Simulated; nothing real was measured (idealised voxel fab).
Herein follows the process module entitled voxel self aligned vias.
Xsec cut, 230 nm wide, square cell size 5 nm.
Bands, listed from the top down, are how a cross-section gets written in this document; the cross-section itself is a grid of square cells, and a band is one or more rows of them. Read a band's entry like this: the first values are the height of its top and the height of its bottom in nm, and what follows is the sequence of materials from left to right, each with its width in nm. Note that "empty" is empty space, and that a single material marked "throughout" reaches across the band from edge to edge. We count height from 0. Below that, the starting wafer is all one material. The lowest band never ends at the bottom but goes on down; see "z 0 and below" for how that is written. Note: "30..40" means the width goes from the first number (top row of the band) to the second number (bottom row) in equal steps per row of cells. Reading "no change" for a step: not a cell of the cross-section changed in it. The entry titled "Closed empty spaces" provides the empty spaces that have no open way to the top, restricted to those of 8 cells or more. Each is presented as width x height at distance, the distance being measured from the left edge, with all three in nm. Formally, on a step line, whatever follows the settings is a remark that the simulator itself makes on the step. overlay nm: on a step with a mask, how far right of its planned place the mask lay; negative means left.

### Process steps - plan
1 RECEIVE with material Si
2 CONFORMAL_DEP with material SiO2, thk nm 15
3 CONFORMAL_DEP with material SiCN, thk nm 5
4 DIRECTIONAL_DEP with material SiO2, thk nm 30
5 MASKED_ETCH with tone open, mask id LINES, width nm 30, pitch nm 65, etch materials SiO2, depth nm 30, overlay nm 0
6 CONFORMAL_DEP with material TiN, thk nm 5
7 FILL_DEP with material Ru, thk nm 5
8 CMP with height nm 50
9 SELECTIVE_ETCH with etch materials W Ru TiN, depth nm 10
10 FILL_DEP with material SiN, thk nm 5
11 CMP with height nm 50
12 DIRECTIONAL_DEP with material SiO2, thk nm 20
13 MASKED_ETCH with tone open, mask id VIAS, width nm 40, pitch nm 130, etch materials SiO2, depth nm 20, overlay nm 0
14 MASKED_ETCH with tone open, mask id VIAS, width nm 40, pitch nm 130, etch materials SiN, depth nm 10, overlay nm 0
15 CONFORMAL_DEP with material TiN, thk nm 5
16 FILL_DEP with material Ru, thk nm 5
17 CMP with height nm 70
18 CONFORMAL_DEP with material SiN, thk nm 5

### Cross-section of the wafer at receipt, which is the condition after step 1
    z 0 and below  Si throughout
    Closed empty spaces: none

### First of two wafers at the end of the module, shown in cross-section; run carried out as planned
    z 75 to 70  SiN throughout
    z 70 to 55  30 SiO2, then 5 TiN, then 30 Ru, then 5 TiN, then 90 SiO2, then 5 TiN, then 30 Ru, then 5 TiN, then 30 SiO2
    z 55 to 50  30 SiO2, then 10 TiN, then 20 Ru, then 10 TiN, then 90 SiO2, then 10 TiN, then 20 Ru, then 10 TiN, then 30 SiO2
    z 50 to 45  35 SiO2, then 5 TiN, then 20 Ru, then 5 TiN, then 35 SiO2, then 30 SiN, then 35 SiO2, then 5 TiN, then 20 Ru, then 5 TiN, then 35 SiO2
    z 45 to 40  35 SiO2, then 30 TiN, then 35 SiO2, then 30 SiN, then 35 SiO2, then 30 TiN, then 35 SiO2
    z 40 to 25  35 SiO2, then 5 TiN, then 20 Ru, then 5 TiN, then 35 SiO2, then 5 TiN, then 20 Ru, then 5 TiN, then 35 SiO2, then 5 TiN, then 20 Ru, then 5 TiN, then 35 SiO2
    z 25 to 20  35 SiO2, then 30 TiN, then 35 SiO2, then 30 TiN, then 35 SiO2, then 30 TiN, then 35 SiO2
    z 20 to 15  SiCN throughout
    z 15 to 0  SiO2 throughout
    z 0 and below  Si throughout
    Closed empty spaces: none

### Second of two wafers, module complete, sectioned: it shares the first wafer's start and plan but was run with one mistake
    z 75 to 70  SiN throughout
    z 70 to 55  30 SiO2, then 5 TiN, then 30 Ru, then 5 TiN, then 90 SiO2, then 5 TiN, then 30 Ru, then 5 TiN, then 30 SiO2
    z 55 to 50  30 SiO2, then 20 TiN, then 15 Ru, then 5 TiN, then 90 SiO2, then 20 TiN, then 15 Ru, then 5 TiN, then 30 SiO2
    z 50 to 45  45 SiO2, then 5 TiN, then 15 Ru, then 5 TiN, then 5 SiN, then 35 SiO2, then 30 SiN, then 35 SiO2, then 5 TiN, then 15 Ru, then 5 TiN, then 5 SiN, then 25 SiO2
    z 45 to 40  45 SiO2, then 25 TiN, then 5 SiN, then 35 SiO2, then 30 SiN, then 35 SiO2, then 25 TiN, then 5 SiN, then 25 SiO2
    z 40 to 25  45 SiO2, then 5 TiN, then 20 Ru, then 5 TiN, then 35 SiO2, then 5 TiN, then 20 Ru, then 5 TiN, then 35 SiO2, then 5 TiN, then 20 Ru, then 5 TiN, then 25 SiO2
    z 25 to 20  45 SiO2, then 30 TiN, then 35 SiO2, then 30 TiN, then 35 SiO2, then 30 TiN, then 25 SiO2
    z 20 to 15  SiCN throughout
    z 15 to 0  SiO2 throughout
    z 0 and below  Si throughout
    Closed empty spaces: none
The mistake made against the process plan was this: step 5 ran as: MASKED_ETCH with tone open, mask id LINES, width nm 30, pitch nm 65, etch materials SiO2, depth nm 30, overlay nm 10
It is noted that, at the conclusion of processing, the second wafer exhibits a higher or lower cell count for certain materials relative to the first: -4 Ru, +4 SiN
